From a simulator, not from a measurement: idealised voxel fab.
Title: Process Module voxel fin reveal
155 nm wide, 5 nm square cells: that's cross-section cut.
Format of a cross-section: grid, square cells. Given as bands. Order: top down. Band: one or more rows of cells.
It is stipulated that each band's entry specify, in nanometres, the height of the top of the band and then that of its bottom, followed by the materials of the band in left-to-right sequence, each together with its width in nanometres. A single material marked by the word "all across" is understood to fill the band from edge to edge; the word "air" is understood to denote empty space.
Zero point of the height axis is 0; under it, received wafer = one material. Lowest band: continues down indefinitely, "z 0 and below".
Graded width ("30..40"): value in top row of band = first number; value in bottom row = second number; row-to-row change constant.
It should be understood that the words "remained the same", when stated for a given step, signify that the cross-section underwent no change in any of its cells during that step.
The list in "Voids, sealed" covers empty spaces of 8 cells or more that cannot reach the top through any open way, and it gives each as width x height at distance; the distance is from the left edge, and width, height and distance are in nm.
Read whatever lies past the settings on a step's line as the simulator's own remark about the step.
"overlay nm" answers the question of how far to the right of plan the mask lay on a step that has a mask, and when it is negative the answer is to the left.
The following list gives the planned process steps:
step 1: RECEIVE [material Si]
step 2: CONFORMAL_DEP [material SiN] [thk nm 10]
step 3: DIRECTIONAL_DEP [material aC] [thk nm 15]
step 4: PATTERN [tone cover] [mask id FINS] [material resist] [width nm 15] [pitch nm 40] [thk nm 30] [overlay nm 0]
step 5: DIRECTIONAL_ETCH [etch materials aC] [depth nm 15]
step 6: STRIP [etch materials resist]
step 7: DIRECTIONAL_ETCH [etch materials SiN] [depth nm 5]
step 8: DIRECTIONAL_ETCH [etch materials Si] [depth nm 30]
step 9: STRIP [etch materials aC]
step 10: FILL_DEP [material SiO2] [thk nm 15]
step 11: CMP [height nm 10]
step 12: SELECTIVE_ETCH [etch materials SiO2] [depth nm 30]
step 13: STRIP [etch materials SiN]
step 14: CONFORMAL_DEP [material HfO2] [thk nm 5]
The plan's step 7 depth nm is the first wafer's value; the wafers differ in this setting and start identical.
As-received cross-section, first of several wafers, post step 1:
  z 0 and below = Si all across
  Voids, sealed: none
Note: the following table is arranged by wafer, a row apiece. Each row reports the end-of-module state: per material, cells gained (+) or cells lost (-) compared with the wafer as received; closed voids follow:
depth nm 5, +31 HfO2, Voids, sealed: none
depth nm 10, +47 HfO2, -150 Si, +50 SiO2, Voids, sealed: none
depth nm 15, +47 HfO2, -150 Si, +50 SiO2, Voids, sealed: none
depth nm 20, +47 HfO2, -150 Si, +50 SiO2, Voids, sealed: none
depth nm 25, +47 HfO2, -150 Si, +50 SiO2, Voids, sealed: none
